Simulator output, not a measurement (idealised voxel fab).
Process module name: voxel capacitor over wiring
Cross-sectional view cut (width: 190 nm; square cell size: 5 nm).
For the purposes of this document, a cross-section shall be understood as a grid of square cells, specified as bands listed in top-to-bottom order, each band consisting of one or more rows of cells. Look at the band entry: it leads with the top's height and the bottom's height in nm. Then it lists the materials left to right, with a width in nm for each. The word "throughout" on a single material says that material fills the band edge to edge. The word "empty" is empty space. Convention: height 0 is the level below which the wafer, as received, is all one material. The lowest band does not terminate at the bottom but continues downward, represented as "0 -> down". Note: "30->40" means the width goes from the first number (top row of the band) to the second number (bottom row) in equal steps per row of cells. "no change occurred" after a step means that no cell of the cross-section changed. If an empty space has no open way to the top and is at least 8 cells in size, "Enclosed void entries" lists it, written width x height at distance, where distance is measured from the left edge and every value is in nm. It should be noted that, on the line of a given step, the content following the step's settings is a remark produced by the simulator itself with respect to that step. A step line may carry the setting "overlay nm", which, for steps involving a mask, states the distance by which the mask lay to the right of its intended position; negative values denote displacement to the left.

### The process steps that were planned are listed below
step 1: RECEIVE (material Si)
step 2: CONFORMAL_DEP (material SiO2; thk nm 10)
step 3: DIRECTIONAL_DEP (material TiN; thk nm 5)
step 4: DIRECTIONAL_DEP (material W; thk nm 25)
step 5: DIRECTIONAL_DEP (material aC; thk nm 10)
step 6: PATTERN (tone cover; mask id METAL_1; material resist; width nm 20; pitch nm 75; thk nm 30; overlay nm 0)
step 7: DIRECTIONAL_ETCH (etch materials aC; depth nm 10)
step 8: STRIP (etch materials resist)
step 9: DIRECTIONAL_ETCH (etch materials W; depth nm 25)
step 10: DIRECTIONAL_ETCH (etch materials TiN; depth nm 5)
step 11: STRIP (etch materials aC)
step 12: FILL_DEP (material lowk; thk nm 10)
step 13: CMP (height nm 40)
step 14: CONFORMAL_DEP (material SiCN; thk nm 5)
step 15: DIRECTIONAL_DEP (material lowk; thk nm 15)
step 16: MASKED_ETCH (tone open; mask id PLUG_1; width nm 15; etch materials lowk; depth nm 15; overlay nm 0)
step 17: MASKED_ETCH (tone open; mask id PLUG_1; width nm 15; etch materials SiCN; depth nm 5; overlay nm 0)
step 18: CONFORMAL_DEP (material TiN; thk nm 5)
step 19: FILL_DEP (material Cu; thk nm 5)
step 20: CMP (height nm 60)
step 21: DIRECTIONAL_DEP (material TiN; thk nm 10)
step 22: DIRECTIONAL_DEP (material SiN; thk nm 5)
step 23: DIRECTIONAL_DEP (material TiN; thk nm 10)
step 24: PATTERN (tone cover; mask id UPPER_PLATE; material resist; width nm 60; thk nm 15; overlay nm 0)
step 25: DIRECTIONAL_ETCH (etch materials TiN; depth nm 10)
step 26: DIRECTIONAL_ETCH (etch materials SiN; depth nm 5)
step 27: STRIP (etch materials resist)
step 28: PATTERN (tone cover; mask id LOWER_PLATE; material resist; width nm 70; thk nm 15; overlay nm 0)
step 29: DIRECTIONAL_ETCH (etch materials TiN; depth nm 10)
step 30: STRIP (etch materials resist)
step 31: FILL_DEP (material SiO2; thk nm 20)
step 32: CMP (height nm 100)
step 33: MASKED_ETCH (tone open; mask id PLUG_2; width nm 15; etch materials SiO2; depth nm 15; overlay nm 0)
step 34: CONFORMAL_DEP (material TiN; thk nm 5)
step 35: FILL_DEP (material Cu; thk nm 10)
step 36: CMP (height nm 100)
step 37: CONFORMAL_DEP (material SiCN; thk nm 5)

### First of two wafers - as planned

### Delivered wafer in cross-section: state after step 1
* 0 -> down | Si throughout
* Enclosed void entries: none

### Wafer section view after processing step 2
* 10 -> 0 | SiO2 throughout
* Nothing below the height 0 has changed.

### Wafer section view after processing step 3
* 15 -> 10 | TiN throughout
* Nothing below the height 10 has changed.

### Wafer section view after processing step 4
* 40 -> 15 | W throughout
* Nothing below the height 15 has changed.

### Wafer section view after processing step 5
* 50 -> 40 | aC throughout
* Nothing below the height 40 has changed.

### Wafer section view after processing step 6
* 80 -> 50 | empty: 45, then resist: 20, then empty: 55, then resist: 20, then empty: 50
* Nothing below the height 50 has changed.

### Wafer section view after processing step 7
* 70 -> 50 | empty: 45, then resist: 20, then empty: 55, then resist: 20, then empty: 50
* 50 -> 40 | empty: 45, then aC: 20, then empty: 55, then aC: 20, then empty: 50
* Nothing below the height 40 has changed.

### Wafer section view after processing step 8
* 50 -> 40 | empty: 45, then aC: 20, then empty: 55, then aC: 20, then empty: 50
* Nothing below the height 40 has changed.

### Wafer section view after processing step 9
* 50 -> 40 | empty: 45, then aC: 20, then empty: 55, then aC: 20, then empty: 50
* 40 -> 15 | empty: 45, then W: 20, then empty: 55, then W: 20, then empty: 50
* Nothing below the height 15 has changed.

### Wafer section view after processing step 10
* 50 -> 40 | empty: 45, then aC: 20, then empty: 55, then aC: 20, then empty: 50
* 40 -> 15 | empty: 45, then W: 20, then empty: 55, then W: 20, then empty: 50
* 15 -> 10 | empty: 45, then TiN: 20, then empty: 55, then TiN: 20, then empty: 50
* Nothing below the height 10 has changed.

### Wafer section view after processing step 11
* 40 -> 15 | empty: 45, then W: 20, then empty: 55, then W: 20, then empty: 50
* Nothing below the height 15 has changed.

### Wafer section view after processing step 12
* 50 -> 40 | lowk throughout
* 40 -> 15 | lowk: 45, then W: 20, then lowk: 55, then W: 20, then lowk: 50
* 15 -> 10 | lowk: 45, then TiN: 20, then lowk: 55, then TiN: 20, then lowk: 50
* Nothing below the height 10 has changed.

### Wafer section view after processing step 13
* 40 -> 15 | lowk: 45, then W: 20, then lowk: 55, then W: 20, then lowk: 50
* Nothing below the height 15 has changed.

### Wafer section view after processing step 14
* 45 -> 40 | SiCN throughout
* Nothing below the height 40 has changed.

### Wafer section view after processing step 15
* 60 -> 45 | lowk throughout
* Nothing below the height 45 has changed.

### Wafer section view after processing step 16
* 60 -> 45 | lowk: 50, then empty: 15, then lowk: 125
* Nothing below the height 45 has changed.

### Wafer section view after processing step 17
* 60 -> 45 | lowk: 50, then empty: 15, then lowk: 125
* 45 -> 40 | SiCN: 50, then empty: 15, then SiCN: 125
* Nothing below the height 40 has changed.

### Wafer section view after processing step 18
* 65 -> 60 | TiN: 55, then empty: 5, then TiN: 130
* 60 -> 45 | lowk: 50, then TiN: 5, then empty: 5, then TiN: 5, then lowk: 125
* 45 -> 40 | SiCN: 50, then TiN: 15, then SiCN: 125
* Nothing below the height 40 has changed.

### Wafer section view after processing step 19
* 70 -> 65 | Cu throughout
* 65 -> 60 | TiN: 55, then Cu: 5, then TiN: 130
* 60 -> 45 | lowk: 50, then TiN: 5, then Cu: 5, then TiN: 5, then lowk: 125
* Nothing below the height 45 has changed.

### Wafer section view after processing step 20
* 60 -> 45 | lowk: 50, then TiN: 5, then Cu: 5, then TiN: 5, then lowk: 125
* Nothing below the height 45 has changed.

### Wafer section view after processing step 21
* 70 -> 60 | TiN throughout
* Nothing below the height 60 has changed.

### Wafer section view after processing step 22
* 75 -> 70 | SiN throughout
* Nothing below the height 70 has changed.

### Wafer section view after processing step 23
* 85 -> 75 | TiN throughout
* Nothing below the height 75 has changed.

### Wafer section view after processing step 24
* 100 -> 85 | empty: 50, then resist: 60, then empty: 80
* Nothing below the height 85 has changed.

### Wafer section view after processing step 25
* 100 -> 85 | empty: 50, then resist: 60, then empty: 80
* 85 -> 75 | empty: 50, then TiN: 60, then empty: 80
* Nothing below the height 75 has changed.

### Wafer section view after processing step 26
* 100 -> 85 | empty: 50, then resist: 60, then empty: 80
* 85 -> 75 | empty: 50, then TiN: 60, then empty: 80
* 75 -> 70 | empty: 50, then SiN: 60, then empty: 80
* Nothing below the height 70 has changed.

### Wafer section view after processing step 27
* 85 -> 75 | empty: 50, then TiN: 60, then empty: 80
* Nothing below the height 75 has changed.

### Wafer section view after processing step 28
* 100 -> 85 | empty: 45, then resist: 70, then empty: 75
* 85 -> 75 | empty: 45, then resist: 5, then TiN: 60, then resist: 5, then empty: 75
* 75 -> 70 | empty: 45, then resist: 5, then SiN: 60, then resist: 5, then empty: 75
* Nothing below the height 70 has changed.

### Wafer section view after processing step 29
* 100 -> 85 | empty: 45, then resist: 70, then empty: 75
* 85 -> 75 | empty: 45, then resist: 5, then TiN: 60, then resist: 5, then empty: 75
* 75 -> 70 | empty: 45, then resist: 5, then SiN: 60, then resist: 5, then empty: 75
* 70 -> 60 | empty: 45, then TiN: 70, then empty: 75
* Nothing below the height 60 has changed.

### Wafer section view after processing step 30
* 85 -> 75 | empty: 50, then TiN: 60, then empty: 80
* 75 -> 70 | empty: 50, then SiN: 60, then empty: 80
* Nothing below the height 70 has changed.

### Wafer section view after processing step 31
* 105 -> 85 | SiO2 throughout
* 85 -> 75 | SiO2: 50, then TiN: 60, then SiO2: 80
* 75 -> 70 | SiO2: 50, then SiN: 60, then SiO2: 80
* 70 -> 60 | SiO2: 45, then TiN: 70, then SiO2: 75
* Nothing below the height 60 has changed.

### Wafer section view after processing step 32
* 100 -> 85 | SiO2 throughout
* Nothing below the height 85 has changed.

### Wafer section view after processing step 33
* 100 -> 85 | SiO2: 60, then empty: 15, then SiO2: 115
* Nothing below the height 85 has changed.

### Wafer section view after processing step 34
* 105 -> 100 | TiN: 65, then empty: 5, then TiN: 120
* 100 -> 90 | SiO2: 60, then TiN: 5, then empty: 5, then TiN: 5, then SiO2: 115
* 90 -> 85 | SiO2: 60, then TiN: 15, then SiO2: 115
* Nothing below the height 85 has changed.

### Wafer section view after processing step 35
* 115 -> 105 | Cu throughout
* 105 -> 100 | TiN: 65, then Cu: 5, then TiN: 120
* 100 -> 90 | SiO2: 60, then TiN: 5, then Cu: 5, then TiN: 5, then SiO2: 115
* Nothing below the height 90 has changed.

### Wafer section view after processing step 36
* 100 -> 90 | SiO2: 60, then TiN: 5, then Cu: 5, then TiN: 5, then SiO2: 115
* Nothing below the height 90 has changed.

### Wafer section view after processing step 37
* 105 -> 100 | SiCN throughout
* Nothing below the height 100 has changed.

### The second wafer was prepared from the same starting point and under the same plan as the first; its processing contained one mistake, and it remains indistinguishable from the first wafer up to and including step 27

### Second wafer shown in cross-section at the time step 28 was slated to end
* 100 -> 85 | empty: 40, then resist: 70, then empty: 80
* 85 -> 75 | empty: 40, then resist: 10, then TiN: 60, then empty: 80
* 75 -> 70 | empty: 40, then resist: 10, then SiN: 60, then empty: 80
* Nothing below the height 70 has changed.

### Second wafer shown in cross-section at the time step 29 was slated to end
* 100 -> 85 | empty: 40, then resist: 70, then empty: 80
* 85 -> 75 | empty: 40, then resist: 10, then TiN: 60, then empty: 80
* 75 -> 70 | empty: 40, then resist: 10, then SiN: 60, then empty: 80
* 70 -> 60 | empty: 40, then TiN: 70, then empty: 80
* Nothing below the height 60 has changed.

### Second wafer shown in cross-section at the time step 30 was slated to end
* 85 -> 75 | empty: 50, then TiN: 60, then empty: 80
* 75 -> 70 | empty: 50, then SiN: 60, then empty: 80
* Nothing below the height 70 has changed.

### Second wafer shown in cross-section at the time step 31 was slated to end
* 105 -> 85 | SiO2 throughout
* 85 -> 75 | SiO2: 50, then TiN: 60, then SiO2: 80
* 75 -> 70 | SiO2: 50, then SiN: 60, then SiO2: 80
* 70 -> 60 | SiO2: 40, then TiN: 70, then SiO2: 80
* Nothing below the height 60 has changed.

### Second wafer shown in cross-section at the time step 32 was slated to end
* 100 -> 85 | SiO2 throughout
* Nothing below the height 85 has changed.

### Second wafer shown in cross-section at the time step 33 was slated to end
* 100 -> 85 | SiO2: 60, then empty: 15, then SiO2: 115
* Nothing below the height 85 has changed.

### Second wafer shown in cross-section at the time step 34 was slated to end
* 105 -> 100 | TiN: 65, then empty: 5, then TiN: 120
* 100 -> 90 | SiO2: 60, then TiN: 5, then empty: 5, then TiN: 5, then SiO2: 115
* 90 -> 85 | SiO2: 60, then TiN: 15, then SiO2: 115
* Nothing below the height 85 has changed.

### Second wafer shown in cross-section at the time step 35 was slated to end
* 115 -> 105 | Cu throughout
* 105 -> 100 | TiN: 65, then Cu: 5, then TiN: 120
* 100 -> 90 | SiO2: 60, then TiN: 5, then Cu: 5, then TiN: 5, then SiO2: 115
* Nothing below the height 90 has changed.

### Second wafer shown in cross-section at the time step 36 was slated to end
* 100 -> 90 | SiO2: 60, then TiN: 5, then Cu: 5, then TiN: 5, then SiO2: 115
* Nothing below the height 90 has changed.

### Second wafer shown in cross-section at the time step 37 was slated to end
* 105 -> 100 | SiCN throughout
* Nothing below the height 100 has changed.
Deviation from plan: for step 28, the planned setting was not used; the step was instead run as PATTERN (tone cover; mask id LOWER_PLATE; material resist; width nm 70; thk nm 15; overlay nm -5)
Matching per-material cell counts, mismatched positions: that is how the second wafer compares with the first at the end.
